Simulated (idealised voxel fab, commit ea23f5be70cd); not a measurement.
The document below concerns the process module designated voxel capacitor over wiring.
It is cross-section cut that appears here, measuring 180 nm in width, its square cells being 5 nm in size.
The cross-sections in this document take the form of a grid made of square cells. They are written out as bands, in order from top to bottom. Each band consists of one or more rows of cells. Look at the band entry: it leads with the top's height and the bottom's height in nm. Then it lists the materials left to right, with a width in nm for each. The word "all across" on a single material says that material fills the band edge to edge. The word "air" is empty space. Beneath 0, the wafer as received is one material, and that level is where height counting begins. The lowest band goes on downward without a bottom; it is written like "from 0 down". Width "30..40": first value at the band's top row of cells, second value at its bottom row, equal change from row to row. "left unchanged" for a step: no cell of the cross-section changed in that step. Listed in "Sealed void list": every empty space of 8 or more cells without an open way to the top. Form: width x height at distance, the distance being from the left edge, all in nm. That trailing text on a step's line, after the settings, is the simulator's own remark on the step. The line of a step may include "overlay nm". On a step with a mask, this value is how far to the right of its planned place the mask lay. A negative value means the mask lay to the left.

Process steps foreseen in the plan
| 1 | RECEIVE | material Si |
| 2 | CONFORMAL_DEP | material SiO2 | thk nm 10 |
| 3 | CONFORMAL_DEP | material SiN | thk nm 5 |
| 4 | DIRECTIONAL_DEP | material lowk | thk nm 15 |
| 5 | DIRECTIONAL_DEP | material aC | thk nm 10 |
| 6 | PATTERN | tone open | mask id METAL_1 | material resist | width nm 20 | pitch nm 80 | thk nm 30 | overlay nm 0 |
| 7 | DIRECTIONAL_ETCH | etch materials aC | depth nm 10 |
| 8 | STRIP | etch materials resist |
| 9 | DIRECTIONAL_ETCH | etch materials lowk | depth nm 15 |
| 10 | DIRECTIONAL_ETCH | etch materials SiN | depth nm 5 |
| 11 | STRIP | etch materials aC |
| 12 | CONFORMAL_DEP | material TiN | thk nm 5 |
| 13 | FILL_DEP | material W | thk nm 10 |
| 14 | CMP | height nm 30 |
| 15 | EPI | material Ru | thk nm 5 |
| 16 | FILL_DEP | material SiCN | thk nm 5 |
| 17 | DIRECTIONAL_DEP | material lowk | thk nm 20 |
| 18 | MASKED_ETCH | tone open | mask id PLUG_1 | width nm 15 | etch materials lowk | depth nm 20 | overlay nm 0 |
| 19 | MASKED_ETCH | tone open | mask id PLUG_1 | width nm 15 | etch materials SiCN | depth nm 5 | overlay nm 0 |
| 20 | CONFORMAL_DEP | material TiN | thk nm 5 |
| 21 | FILL_DEP | material Cu | thk nm 10 |
| 22 | CMP | height nm 60 |
| 23 | DIRECTIONAL_DEP | material TiN | thk nm 10 |
| 24 | DIRECTIONAL_DEP | material Al2O3 | thk nm 5 |
| 25 | DIRECTIONAL_DEP | material TiN | thk nm 10 |
| 26 | DIRECTIONAL_DEP | material aC | thk nm 10 |
| 27 | PATTERN | tone cover | mask id UPPER_PLATE | material resist | width nm 65 | thk nm 30 | overlay nm 0 |
| 28 | DIRECTIONAL_ETCH | etch materials aC | depth nm 10 |
| 29 | STRIP | etch materials resist |
| 30 | DIRECTIONAL_ETCH | etch materials TiN | depth nm 10 |
| 31 | DIRECTIONAL_ETCH | etch materials Al2O3 | depth nm 5 |
| 32 | STRIP | etch materials aC |
| 33 | DIRECTIONAL_DEP | material aC | thk nm 15 |
| 34 | PATTERN | tone cover | mask id LOWER_PLATE | material resist | width nm 75 | thk nm 30 | overlay nm 0 |
| 35 | DIRECTIONAL_ETCH | etch materials aC | depth nm 15 |
| 36 | STRIP | etch materials resist |
| 37 | DIRECTIONAL_ETCH | etch materials TiN | depth nm 10 |
| 38 | STRIP | etch materials aC |
| 39 | FILL_DEP | material SiO2 | thk nm 15 |
| 40 | CMP | height nm 95 |
| 41 | MASKED_ETCH | tone open | mask id PLUG_2 | width nm 15 | etch materials SiO2 | depth nm 10 | overlay nm -15 |
| 42 | CONFORMAL_DEP | material TiN | thk nm 5 |
| 43 | FILL_DEP | material W | thk nm 10 |
| 44 | CMP | height nm 95 |
| 45 | CONFORMAL_DEP | material SiCN | thk nm 5 |
The plan shows the overlay nm of step 41 as the first wafer had it; this setting differs between the wafers, which start out alike.

Cross-section of the first of several wafers as received (after step 1)
> from 0 down  Si all across
> Sealed void list: none

Wafer rows; end of module; cells per material since receipt: (+) gained, (-) lost; then closed voids
overlay nm -15; +13 Al2O3; +4 Cu; +12 Ru; +93 SiCN; +28 SiN; +249 SiO2; +92 TiN; +13 W; +216 lowk; Sealed void list: none
overlay nm -10; +13 Al2O3; +4 Cu; +12 Ru; +93 SiCN; +28 SiN; +249 SiO2; +92 TiN; +13 W; +216 lowk; Sealed void list: none
overlay nm -5; +13 Al2O3; +4 Cu; +12 Ru; +93 SiCN; +28 SiN; +249 SiO2; +92 TiN; +13 W; +216 lowk; Sealed void list: none
overlay nm 0; +13 Al2O3; +4 Cu; +12 Ru; +93 SiCN; +28 SiN; +249 SiO2; +92 TiN; +13 W; +216 lowk; Sealed void list: none
overlay nm 5; +13 Al2O3; +4 Cu; +12 Ru; +93 SiCN; +28 SiN; +249 SiO2; +92 TiN; +13 W; +216 lowk; Sealed void list: none
overlay nm 10; +13 Al2O3; +4 Cu; +12 Ru; +93 SiCN; +28 SiN; +249 SiO2; +92 TiN; +13 W; +216 lowk; Sealed void list: none
overlay nm 15; +13 Al2O3; +4 Cu; +12 Ru; +93 SiCN; +28 SiN; +249 SiO2; +92 TiN; +13 W; +216 lowk; Sealed void list: none
